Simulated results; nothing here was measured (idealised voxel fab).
process module | voxel wiring stack
The width of the displayed cross-section, cut, is 290 nm; its cells are square, with a size of 5 nm.
Cross-section layout: square cells on a grid; listed as bands, top to bottom; a band spans one or more cell rows. What a band's entry tells you: where the top is and where the bottom is, as heights in nm, and after that what lies inside, material by material from left to right, each with its width in nm. Empty space is written as the word "blank", and a single material marked with the word "everywhere" occupies the band from edge to edge. Basically, 0 is our baseline, since under it the wafer straight out of the box is all one material. The bottom band has no lower end and keeps on going down, so it looks like "0 -> down". Graded width ("30 to 40"): value in top row of band = first number; value in bottom row = second number; row-to-row change constant. Reading "remains unaltered" for a step: not a cell of the cross-section changed in it. Entry "Closed void catalog". Content: empty spaces with no open connection to the top, size 8 cells or greater. Each: width x height at distance. Distance: from left edge. Unit: nm. Where a step's line continues beyond its settings, the continuation is a remark by the simulator itself on that step. "overlay nm", when on a step's line for a step with a mask, measures how far to the right of its planned place the mask lay; a negative measure means to the left.
# The process steps that were planned are listed below
- 1: op RECEIVE | material Si
- 2: op CONFORMAL_DEP | material SiO2 | thk nm 10
- 3: op CONFORMAL_DEP | material SiN | thk nm 5
- 4: op DIRECTIONAL_DEP | material lowk | thk nm 15
- 5: op MASKED_ETCH | tone open | mask id METAL_1 | width nm 20 | pitch nm 50 | etch materials lowk | depth nm 15 | overlay nm 0
- 6: op MASKED_ETCH | tone open | mask id METAL_1 | width nm 20 | pitch nm 50 | etch materials SiN | depth nm 5 | overlay nm 0
- 7: op CONFORMAL_DEP | material TiN | thk nm 5
- 8: op FILL_DEP | material Cu | thk nm 5
- 9: op CMP | height nm 30
- 10: op CONFORMAL_DEP | material SiCN | thk nm 5
- 11: op DIRECTIONAL_DEP | material SiO2 | thk nm 30
- 12: op PATTERN | tone open | mask id METAL_2_HOLES | material resist | width nm 15 | pitch nm 50 | thk nm 15 | overlay nm 0
- 13: op DIRECTIONAL_ETCH | etch materials SiO2 | depth nm 30
- 14: op STRIP | etch materials resist
- 15: op MASKED_ETCH | tone open | mask id METAL_2 | width nm 20 | pitch nm 50 | etch materials SiO2 | depth nm 15 | overlay nm 0
- 16: op MASKED_ETCH | tone open | mask id METAL_2 | width nm 20 | pitch nm 50 | etch materials SiCN | depth nm 5 | overlay nm 0
- 17: op CONFORMAL_DEP | material TiN | thk nm 5
- 18: op FILL_DEP | material Cu | thk nm 5
- 19: op CMP | height nm 65
- 20: op CONFORMAL_DEP | material SiCN | thk nm 5
# The first wafer of two, processed as planned
# This is the cross-section of the wafer as we received it, i.e. after step 1
    0 -> down  Si everywhere
    Closed void catalog: none
# Once step 2 is through, the wafer looks like this in cross-section
    10 -> 0  SiO2 everywhere
    Below a height of 0, the structure has not been altered.
# Once step 3 is through, the wafer looks like this in cross-section
    15 -> 10  SiN everywhere
    Below a height of 10, the structure has not been altered.
# Once step 4 is through, the wafer looks like this in cross-section
    30 -> 15  lowk everywhere
    Below a height of 15, the structure has not been altered.
# Once step 5 is through, the wafer looks like this in cross-section
    30 -> 15  lowk: 60  blank: 20  lowk: 30  blank: 20  lowk: 30  blank: 20  lowk: 30  blank: 20  lowk: 60
    Below a height of 15, the structure has not been altered.
# Once step 6 is through, the wafer looks like this in cross-section
    30 -> 15  lowk: 60  blank: 20  lowk: 30  blank: 20  lowk: 30  blank: 20  lowk: 30  blank: 20  lowk: 60
    15 -> 10  SiN: 60  blank: 20  SiN: 30  blank: 20  SiN: 30  blank: 20  SiN: 30  blank: 20  SiN: 60
    Below a height of 10, the structure has not been altered.
# Once step 7 is through, the wafer looks like this in cross-section
    35 -> 30  TiN: 65  blank: 10  TiN: 40  blank: 10  TiN: 40  blank: 10  TiN: 40  blank: 10  TiN: 65
    30 -> 15  lowk: 60  TiN: 5  blank: 10  TiN: 5  lowk: 30  TiN: 5  blank: 10  TiN: 5  lowk: 30  TiN: 5  blank: 10  TiN: 5  lowk: 30  TiN: 5  blank: 10  TiN: 5  lowk: 60
    15 -> 10  SiN: 60  TiN: 20  SiN: 30  TiN: 20  SiN: 30  TiN: 20  SiN: 30  TiN: 20  SiN: 60
    Below a height of 10, the structure has not been altered.
# Once step 8 is through, the wafer looks like this in cross-section
    40 -> 35  Cu everywhere
    35 -> 30  TiN: 65  Cu: 10  TiN: 40  Cu: 10  TiN: 40  Cu: 10  TiN: 40  Cu: 10  TiN: 65
    30 -> 15  lowk: 60  TiN: 5  Cu: 10  TiN: 5  lowk: 30  TiN: 5  Cu: 10  TiN: 5  lowk: 30  TiN: 5  Cu: 10  TiN: 5  lowk: 30  TiN: 5  Cu: 10  TiN: 5  lowk: 60
    Below a height of 15, the structure has not been altered.
# Once step 9 is through, the wafer looks like this in cross-section
    30 -> 15  lowk: 60  TiN: 5  Cu: 10  TiN: 5  lowk: 30  TiN: 5  Cu: 10  TiN: 5  lowk: 30  TiN: 5  Cu: 10  TiN: 5  lowk: 30  TiN: 5  Cu: 10  TiN: 5  lowk: 60
    Below a height of 15, the structure has not been altered.
# Once step 10 is through, the wafer looks like this in cross-section
    35 -> 30  SiCN everywhere
    Below a height of 30, the structure has not been altered.
# Once step 11 is through, the wafer looks like this in cross-section
    65 -> 35  SiO2 everywhere
    Below a height of 35, the structure has not been altered.
# Once step 12 is through, the wafer looks like this in cross-section
    80 -> 65  resist: 60  blank: 15  resist: 35  blank: 15  resist: 35  blank: 15  resist: 35  blank: 15  resist: 65
    Below a height of 65, the structure has not been altered.
# Once step 13 is through, the wafer looks like this in cross-section
    80 -> 65  resist: 60  blank: 15  resist: 35  blank: 15  resist: 35  blank: 15  resist: 35  blank: 15  resist: 65
    65 -> 35  SiO2: 60  blank: 15  SiO2: 35  blank: 15  SiO2: 35  blank: 15  SiO2: 35  blank: 15  SiO2: 65
    Below a height of 35, the structure has not been altered.
# Once step 14 is through, the wafer looks like this in cross-section
    65 -> 35  SiO2: 60  blank: 15  SiO2: 35  blank: 15  SiO2: 35  blank: 15  SiO2: 35  blank: 15  SiO2: 65
    Below a height of 35, the structure has not been altered.
# Once step 15 is through, the wafer looks like this in cross-section
    65 -> 50  SiO2: 60  blank: 20  SiO2: 30  blank: 20  SiO2: 30  blank: 20  SiO2: 30  blank: 20  SiO2: 60
    Below a height of 50, the structure has not been altered.
# Once step 16 is through, the wafer looks like this in cross-section
    65 -> 50  SiO2: 60  blank: 20  SiO2: 30  blank: 20  SiO2: 30  blank: 20  SiO2: 30  blank: 20  SiO2: 60
    50 -> 35  SiO2: 60  blank: 15  SiO2: 35  blank: 15  SiO2: 35  blank: 15  SiO2: 35  blank: 15  SiO2: 65
    35 -> 30  SiCN: 60  blank: 15  SiCN: 35  blank: 15  SiCN: 35  blank: 15  SiCN: 35  blank: 15  SiCN: 65
    Below a height of 30, the structure has not been altered.
# Once step 17 is through, the wafer looks like this in cross-section
    70 -> 65  TiN: 65  blank: 10  TiN: 40  blank: 10  TiN: 40  blank: 10  TiN: 40  blank: 10  TiN: 65
    65 -> 55  SiO2: 60  TiN: 5  blank: 10  TiN: 5  SiO2: 30  TiN: 5  blank: 10  TiN: 5  SiO2: 30  TiN: 5  blank: 10  TiN: 5  SiO2: 30  TiN: 5  blank: 10  TiN: 5  SiO2: 60
    55 -> 50  SiO2: 60  TiN: 5  blank: 5  TiN: 10  SiO2: 30  TiN: 5  blank: 5  TiN: 10  SiO2: 30  TiN: 5  blank: 5  TiN: 10  SiO2: 30  TiN: 5  blank: 5  TiN: 10  SiO2: 60
    50 -> 35  SiO2: 60  TiN: 5  blank: 5  TiN: 5  SiO2: 35  TiN: 5  blank: 5  TiN: 5  SiO2: 35  TiN: 5  blank: 5  TiN: 5  SiO2: 35  TiN: 5  blank: 5  TiN: 5  SiO2: 65
    35 -> 30  SiCN: 60  TiN: 15  SiCN: 35  TiN: 15  SiCN: 35  TiN: 15  SiCN: 35  TiN: 15  SiCN: 65
    Below a height of 30, the structure has not been altered.
# Once step 18 is through, the wafer looks like this in cross-section
    75 -> 70  Cu everywhere
    70 -> 65  TiN: 65  Cu: 10  TiN: 40  Cu: 10  TiN: 40  Cu: 10  TiN: 40  Cu: 10  TiN: 65
    65 -> 55  SiO2: 60  TiN: 5  Cu: 10  TiN: 5  SiO2: 30  TiN: 5  Cu: 10  TiN: 5  SiO2: 30  TiN: 5  Cu: 10  TiN: 5  SiO2: 30  TiN: 5  Cu: 10  TiN: 5  SiO2: 60
    55 -> 50  SiO2: 60  TiN: 5  Cu: 5  TiN: 10  SiO2: 30  TiN: 5  Cu: 5  TiN: 10  SiO2: 30  TiN: 5  Cu: 5  TiN: 10  SiO2: 30  TiN: 5  Cu: 5  TiN: 10  SiO2: 60
    50 -> 35  SiO2: 60  TiN: 5  Cu: 5  TiN: 5  SiO2: 35  TiN: 5  Cu: 5  TiN: 5  SiO2: 35  TiN: 5  Cu: 5  TiN: 5  SiO2: 35  TiN: 5  Cu: 5  TiN: 5  SiO2: 65
    Below a height of 35, the structure has not been altered.
# Once step 19 is through, the wafer looks like this in cross-section
    65 -> 55  SiO2: 60  TiN: 5  Cu: 10  TiN: 5  SiO2: 30  TiN: 5  Cu: 10  TiN: 5  SiO2: 30  TiN: 5  Cu: 10  TiN: 5  SiO2: 30  TiN: 5  Cu: 10  TiN: 5  SiO2: 60
    Below a height of 55, the structure has not been altered.
# Once step 20 is through, the wafer looks like this in cross-section
    70 -> 65  SiCN everywhere
    Below a height of 65, the structure has not been altered.
# Wafer two. Identical start, identical plan. One mistake in execution. Identical history through step 10
# Cross-section, second wafer, at the end time the plan gives for step 11
    95 -> 35  SiO2 everywhere
    Below a height of 35, the structure has not been altered.
# Cross-section, second wafer, at the end time the plan gives for step 12
    110 -> 95  resist: 60  blank: 15  resist: 35  blank: 15  resist: 35  blank: 15  resist: 35  blank: 15  resist: 65
    Below a height of 95, the structure has not been altered.
# Cross-section, second wafer, at the end time the plan gives for step 13
    110 -> 95  resist: 60  blank: 15  resist: 35  blank: 15  resist: 35  blank: 15  resist: 35  blank: 15  resist: 65
    95 -> 65  SiO2: 60  blank: 15  SiO2: 35  blank: 15  SiO2: 35  blank: 15  SiO2: 35  blank: 15  SiO2: 65
    Below a height of 65, the structure has not been altered.
# Cross-section, second wafer, at the end time the plan gives for step 14
    95 -> 65  SiO2: 60  blank: 15  SiO2: 35  blank: 15  SiO2: 35  blank: 15  SiO2: 35  blank: 15  SiO2: 65
    Below a height of 65, the structure has not been altered.
# Cross-section, second wafer, at the end time the plan gives for step 15
    95 -> 80  SiO2: 60  blank: 20  SiO2: 30  blank: 20  SiO2: 30  blank: 20  SiO2: 30  blank: 20  SiO2: 60
    80 -> 50  SiO2: 60  blank: 15  SiO2: 35  blank: 15  SiO2: 35  blank: 15  SiO2: 35  blank: 15  SiO2: 65
    Below a height of 50, the structure has not been altered.
Cross-section, second wafer, at the end time the plan gives for step 16: remains unaltered
# Cross-section, second wafer, at the end time the plan gives for step 17
    100 -> 95  TiN: 65  blank: 10  TiN: 40  blank: 10  TiN: 40  blank: 10  TiN: 40  blank: 10  TiN: 65
    95 -> 85  SiO2: 60  TiN: 5  blank: 10  TiN: 5  SiO2: 30  TiN: 5  blank: 10  TiN: 5  SiO2: 30  TiN: 5  blank: 10  TiN: 5  SiO2: 30  TiN: 5  blank: 10  TiN: 5  SiO2: 60
    85 -> 80  SiO2: 60  TiN: 5  blank: 5  TiN: 10  SiO2: 30  TiN: 5  blank: 5  TiN: 10  SiO2: 30  TiN: 5  blank: 5  TiN: 10  SiO2: 30  TiN: 5  blank: 5  TiN: 10  SiO2: 60
    80 -> 55  SiO2: 60  TiN: 5  blank: 5  TiN: 5  SiO2: 35  TiN: 5  blank: 5  TiN: 5  SiO2: 35  TiN: 5  blank: 5  TiN: 5  SiO2: 35  TiN: 5  blank: 5  TiN: 5  SiO2: 65
    55 -> 50  SiO2: 60  TiN: 15  SiO2: 35  TiN: 15  SiO2: 35  TiN: 15  SiO2: 35  TiN: 15  SiO2: 65
    Below a height of 50, the structure has not been altered.
# Cross-section, second wafer, at the end time the plan gives for step 18
    105 -> 100  Cu everywhere
    100 -> 95  TiN: 65  Cu: 10  TiN: 40  Cu: 10  TiN: 40  Cu: 10  TiN: 40  Cu: 10  TiN: 65
    95 -> 85  SiO2: 60  TiN: 5  Cu: 10  TiN: 5  SiO2: 30  TiN: 5  Cu: 10  TiN: 5  SiO2: 30  TiN: 5  Cu: 10  TiN: 5  SiO2: 30  TiN: 5  Cu: 10  TiN: 5  SiO2: 60
    85 -> 80  SiO2: 60  TiN: 5  Cu: 5  TiN: 10  SiO2: 30  TiN: 5  Cu: 5  TiN: 10  SiO2: 30  TiN: 5  Cu: 5  TiN: 10  SiO2: 30  TiN: 5  Cu: 5  TiN: 10  SiO2: 60
    80 -> 55  SiO2: 60  TiN: 5  Cu: 5  TiN: 5  SiO2: 35  TiN: 5  Cu: 5  TiN: 5  SiO2: 35  TiN: 5  Cu: 5  TiN: 5  SiO2: 35  TiN: 5  Cu: 5  TiN: 5  SiO2: 65
    Below a height of 55, the structure has not been altered.
# Cross-section, second wafer, at the end time the plan gives for step 19
    65 -> 55  SiO2: 60  TiN: 5  Cu: 5  TiN: 5  SiO2: 35  TiN: 5  Cu: 5  TiN: 5  SiO2: 35  TiN: 5  Cu: 5  TiN: 5  SiO2: 35  TiN: 5  Cu: 5  TiN: 5  SiO2: 65
    Below a height of 55, the structure has not been altered.
# Cross-section, second wafer, at the end time the plan gives for step 20
    70 -> 65  SiCN everywhere
    Below a height of 65, the structure has not been altered.
Heads up, the wafer didn't run the way we planned it: plan step 11 was twice executed
Final difference in cells, second wafer against first, listed per material as more or fewer: 24 fewer of Cu, 12 more of SiCN, 48 more of SiO2, 36 fewer of TiN
